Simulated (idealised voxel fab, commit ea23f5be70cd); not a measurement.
process module | voxel air gaps
cross-section cut | 235 nm wide | cells 5 nm
A cross-section is a grid of square cells, given in bands from the top down. A band is one or more rows of cells.
Each band's line starts with the height of the band's top and of its bottom, in nm. Then come its materials from left to right, each with its width in nm. One material with "throughout" fills the band from edge to edge. "air" is empty space.
Height 0 is the level under which the wafer as received is all one material. The lowest band goes on downwards, as in "0 down".
A width such as "30 to 40" changes by the same amount from each row of cells to the next, from the band's top row to its bottom row.
"no change" after a step means that no cell of the cross-section changed.
closed voids: empty space of 8 cells or more with no open way to the top, each as width x height at its distance from the left edge, in nm
after a step's settings: what the simulator itself notes on the step
overlay nm, on a step with a mask: how far to the right of its planned place the mask lay; to the left if negative
plan
1 op RECEIVE | material Si
2 op CONFORMAL_DEP | material SiO2 | thk nm 15
3 op CONFORMAL_DEP | material SiCN | thk nm 5
4 op DIRECTIONAL_DEP | material SiO2 | thk nm 35
5 op DIRECTIONAL_DEP | material aC | thk nm 10
6 op PATTERN | tone open | mask id LINES | material resist | width nm 25 | pitch nm 50 | thk nm 25 | overlay nm 0
7 op DIRECTIONAL_ETCH | etch materials aC | depth nm 10
8 op STRIP | etch materials resist
9 op DIRECTIONAL_ETCH | etch materials SiO2 | depth nm 35
10 op STRIP | etch materials aC
11 op CONFORMAL_DEP | material TiN | thk nm 5
12 op FILL_DEP | material Cu | thk nm 10
13 op CMP | height nm 55
14 op EPI | material Ru | thk nm 10
15 op SELECTIVE_ETCH | etch materials SiO2 | depth nm 45
16 op CONFORMAL_DEP | material SiCN | thk nm 5
as received, after step 1
  0 down: Si throughout
  closed voids: none
a wafer at the end: this start, this plan, one mistake
  70 to 65: SiCN throughout
  65 to 55: Ru 65 | SiCN 5 | Ru 45 | SiCN 5 | Ru 45 | SiCN 5 | Ru 65
  55 to 50: Cu 50 | TiN 5 | SiCN 25 | TiN 5 | Cu 15 | TiN 5 | SiCN 25 | TiN 5 | Cu 15 | TiN 5 | SiCN 25 | TiN 5 | Cu 50
  50 to 25: Cu 50 | TiN 5 | SiCN 5 | air 15 | SiCN 5 | TiN 5 | Cu 15 | TiN 5 | SiCN 5 | air 15 | SiCN 5 | TiN 5 | Cu 15 | TiN 5 | SiCN 5 | air 15 | SiCN 5 | TiN 5 | Cu 50
  25 to 20: TiN 55 | SiCN 25 | TiN 25 | SiCN 25 | TiN 25 | SiCN 25 | TiN 55
  20 to 15: SiCN throughout
  15 to 0: SiO2 throughout
  0 down: Si throughout
  closed voids: 15 x 25 at 60; 15 x 25 at 110; 15 x 25 at 160
what went wrong: step 6 ran as: op PATTERN | tone cover | mask id LINES | material resist | width nm 25 | pitch nm 50 | thk nm 25 | overlay nm 0
